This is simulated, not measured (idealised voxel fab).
This section sets out a process module, namely voxel double patterning.
Square cells of 5 nm make up the cross-section cut, whose width is 265 nm.
Cross-section format: a grid of square cells, given as bands from top to bottom; each band is one or more rows of cells. Each band's line starts with the height of the band's top and of its bottom, in nm. Then come its materials from left to right, each with its width in nm. One material with "all across" fills the band from edge to edge. "blank" is empty space. Counting heights begins at 0, where everything beneath is, in the wafer as received, one material. The lowest band has no bottom; it goes on downwards, as "z 0 and below" shows. Note: "30->40" means the width goes from the first number (top row of the band) to the second number (bottom row) in equal steps per row of cells. Where a step carries "identical to before", the cross-section came out of it unchanged, cell for cell. "Cavities, closed": sealed empty spaces, 8 cells or more, no open way to top, listed width x height at distance, with distance from the left edge and width, height and distance in nm. Step line, after settings: the simulator's comment on this step. The "overlay nm" setting may appear on a step's line; for a step that uses a mask, it gives how far to the right of its planned position the mask lay, and a negative value indicates the left.

[Planned process steps]
| 1 | RECEIVE | material Si |
| 2 | CONFORMAL_DEP | material SiO2 | thk nm 5 |
| 3 | DIRECTIONAL_DEP | material W | thk nm 20 |
| 4 | DIRECTIONAL_DEP | material SiCN | thk nm 10 |
| 5 | PATTERN | tone open | mask id FIRST | material resist | width nm 15 | pitch nm 50 | thk nm 15 | overlay nm 0 |
| 6 | DIRECTIONAL_ETCH | etch materials SiCN | depth nm 10 |
| 7 | STRIP | etch materials resist |
| 8 | PATTERN | tone open | mask id SECOND | material resist | width nm 15 | thk nm 15 | overlay nm 0 |
| 9 | DIRECTIONAL_ETCH | etch materials SiCN | depth nm 10 |
| 10 | STRIP | etch materials resist |
| 11 | DIRECTIONAL_ETCH | etch materials W | depth nm 20 |
| 12 | STRIP | etch materials SiCN |

[So this is the incoming wafer in cross-section - it's already been through step 1]
* z 0 and below: Si all across
* Cavities, closed: none

[The first of two wafers, cross-sectioned at the end of the module, with the run proceeding as planned]
* z 25 to 5: W: 100; blank: 15; W: 10; blank: 15; W: 10; blank: 15; W: 100
* z 5 to 0: SiO2 all across
* z 0 and below: Si all across
* Cavities, closed: none

[This is the second of the two wafers, cross-sectioned at the end of the module; it started exactly like the first and was given the same plan, but it was run with one mistake]
* z 25 to 5: W: 100; blank: 15; W: 10; blank: 20; W: 5; blank: 15; W: 100
* z 5 to 0: SiO2 all across
* z 0 and below: Si all across
* Cavities, closed: none
The mistake made against the process plan was this: step 8 ran as: PATTERN | tone open | mask id SECOND | material resist | width nm 20 | thk nm 15 | overlay nm 0
The closing comparison, in cells, has the second wafer with more or fewer of some materials than the first: -4 W
